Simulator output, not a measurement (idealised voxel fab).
Herein follows the process module entitled voxel wiring stack.
Section shown: cut. Width: 160 nm. Cell size: 5 nm, square.
Cross-section layout: square cells on a grid; listed as bands, top to bottom; a band spans one or more cell rows. Each band's line starts with the height of the band's top and of its bottom, in nm. Then come its materials from left to right, each with its width in nm. One material with "everywhere" fills the band from edge to edge. "empty" is empty space. Where do heights start? At 0: under that level the wafer as delivered is made of one material only. And the lowest band has no floor; it just carries on downward, as in "0 and below". The two numbers in a width such as "30->40" mark its ends across the band: the first belongs to the top row of cells, the second to the bottom row, and from each row to the next the width moves by the same amount. "nothing was modified" (step): cross-section cells unchanged, all of them. "Sealed void inventory": sealed empty spaces, 8 cells or more, no open way to top, listed width x height at distance, with distance from the left edge and width, height and distance in nm. Post-settings text on a step line: simulator's own remark regarding the step. What "overlay nm" on a step's line means: if the step has a mask, that mask lay this far to the right of its planned place, or, when the value is negative, to the left.

-- plan
| 1 | RECEIVE | material Si |
| 2 | CONFORMAL_DEP | material SiO2 | thk nm 15 |
| 3 | DIRECTIONAL_DEP | material TiN | thk nm 5 |
| 4 | DIRECTIONAL_DEP | material W | thk nm 20 |
| 5 | MASKED_ETCH | tone cover | mask id METAL_1 | width nm 20 | pitch nm 50 | etch materials W | depth nm 20 | overlay nm 0 |
| 6 | MASKED_ETCH | tone cover | mask id METAL_1 | width nm 20 | pitch nm 50 | etch materials TiN | depth nm 5 | overlay nm 0 |
| 7 | FILL_DEP | material SiO2 | thk nm 10 |
| 8 | CMP | height nm 40 |
| 9 | CONFORMAL_DEP | material SiCN | thk nm 5 |
| 10 | DIRECTIONAL_DEP | material SiO2 | thk nm 20 |
| 11 | DIRECTIONAL_DEP | material aC | thk nm 15 |
| 12 | PATTERN | tone open | mask id PLUG_1 | material resist | width nm 15 | pitch nm 50 | thk nm 35 | overlay nm 0 |
| 13 | DIRECTIONAL_ETCH | etch materials aC | depth nm 15 |
| 14 | STRIP | etch materials resist |
| 15 | DIRECTIONAL_ETCH | etch materials SiO2 | depth nm 20 |
| 16 | DIRECTIONAL_ETCH | etch materials SiCN | depth nm 5 |
| 17 | STRIP | etch materials aC |
| 18 | EPI | material Ru | thk nm 10 |
| 19 | EPI | material Ru | thk nm 10 |
| 20 | EPI | material Ru | thk nm 5 |
| 21 | DIRECTIONAL_DEP | material TiN | thk nm 5 |
| 22 | DIRECTIONAL_DEP | material Ru | thk nm 25 |
| 23 | PATTERN | tone cover | mask id METAL_2 | material resist | width nm 20 | pitch nm 50 | thk nm 15 | overlay nm 0 |
| 24 | DIRECTIONAL_ETCH | etch materials Ru | depth nm 25 |
| 25 | DIRECTIONAL_ETCH | etch materials TiN | depth nm 5 |
| 26 | STRIP | etch materials resist |
| 27 | FILL_DEP | material SiO2 | thk nm 10 |
| 28 | CMP | height nm 95 |
| 29 | CONFORMAL_DEP | material SiCN | thk nm 5 |

-- Cross-section of the wafer at receipt, which is the condition after step 1
* 0 and below | Si everywhere
* Sealed void inventory: none

-- Figure: cross-sectional view of the wafer upon completion of the module, processed from the initial state and according to the plan depicted above, with one error introduced during execution
* 100 down to 95 | SiCN everywhere
* 95 down to 90 | SiO2 everywhere
* 90 down to 65 | SiO2 20 nm / Ru 20 nm / SiO2 30 nm / Ru 20 nm / SiO2 30 nm / Ru 20 nm / SiO2 20 nm
* 65 down to 60 | SiO2 20 nm / TiN 20 nm / SiO2 30 nm / TiN 20 nm / SiO2 30 nm / TiN 20 nm / SiO2 20 nm
* 60 down to 40 | SiO2 20 nm / Ru 15 nm / SiO2 35 nm / Ru 15 nm / SiO2 35 nm / Ru 15 nm / SiO2 25 nm
* 40 down to 35 | SiCN 20 nm / Ru 15 nm / SiCN 35 nm / Ru 15 nm / SiCN 35 nm / Ru 15 nm / SiCN 25 nm
* 35 down to 20 | SiO2 20 nm / W 20 nm / SiO2 30 nm / W 20 nm / SiO2 30 nm / W 20 nm / SiO2 20 nm
* 20 down to 15 | SiO2 20 nm / TiN 20 nm / SiO2 30 nm / TiN 20 nm / SiO2 30 nm / TiN 20 nm / SiO2 20 nm
* 15 down to 0 | SiO2 everywhere
* 0 and below | Si everywhere
* Sealed void inventory: none
It is concluded that the wafer was processed incorrectly with respect to the plan, in that step 8 ran differently from the plan; actual operation with settings: CMP | height nm 35
